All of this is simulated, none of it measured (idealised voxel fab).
This section sets out a process module, namely voxel tone inversion.
The width of the displayed cross-section, cut, is 275 nm; its cells are square, with a size of 5 nm.
Throughout this document, each cross-section is represented as a grid of square cells and is presented as a sequence of bands enumerated from the top downward, where a band comprises one or more rows of cells. The band entry comprises the height of the band's top followed by the height of its bottom, expressed in nm, and subsequently the band's materials from left to right, each stated together with its width in nm. Where a single material is marked with the word "full width", that material fills the band from edge to edge. The word "blank" represents empty space. Heights are reckoned from 0. Under this level, the received wafer is all of one material. The bottommost band is open-ended downward, for example "0 and below". The two numbers in a width such as "30..40" mark its ends across the band: the first belongs to the top row of cells, the second to the bottom row, and from each row to the next the width moves by the same amount. It should be understood that the words "everything unchanged", when stated for a given step, signify that the cross-section underwent no change in any of its cells during that step. Closed void inventory: empty space of 8 cells or more with no open way to the top, each as width x height at its distance from the left edge, in nm. On a step's line, text after the settings is the simulator commenting on that step. "overlay nm" denotes, for a step that has a mask, the displacement of the mask to the right of its planned place, with negative values corresponding to the left.

# Planned step list for the process
- 1: RECEIVE: material Si
- 2: CONFORMAL_DEP: material SiCN, thk nm 10
- 3: DIRECTIONAL_DEP: material polySi, thk nm 15
- 4: PATTERN: tone cover, mask id POSTS, material resist, width nm 15, pitch nm 40, thk nm 25, overlay nm 0
- 5: DIRECTIONAL_ETCH: etch materials polySi, depth nm 15
- 6: STRIP: etch materials resist
- 7: FILL_DEP: material lowk, thk nm 10
- 8: CMP: height nm 25
- 9: STRIP: etch materials polySi
- 10: CONFORMAL_DEP: material TiN, thk nm 5
- 11: FILL_DEP: material Ru, thk nm 10
- 12: CMP: height nm 25
- 13: CONFORMAL_DEP: material SiN, thk nm 5
Wafers differ in width nm at step 4; plan lists the first wafer's value; identical starting state.

# As-received cross-section, first of several wafers, post step 1
> 0 and below  Si full width
> Closed void inventory: none

# The table below has one row for each wafer; a row shows, as of the end of the module, how many cells of each material the wafer has gained, marked (+), or lost, marked (-), since it was received, and then the wafer's closed voids
width nm 15, +8 Ru, +110 SiCN, +55 SiN, +28 TiN, +129 lowk, Closed void inventory: none
width nm 20, +16 Ru, +110 SiCN, +55 SiN, +32 TiN, +117 lowk, Closed void inventory: none
width nm 25, +24 Ru, +110 SiCN, +55 SiN, +36 TiN, +105 lowk, Closed void inventory: none
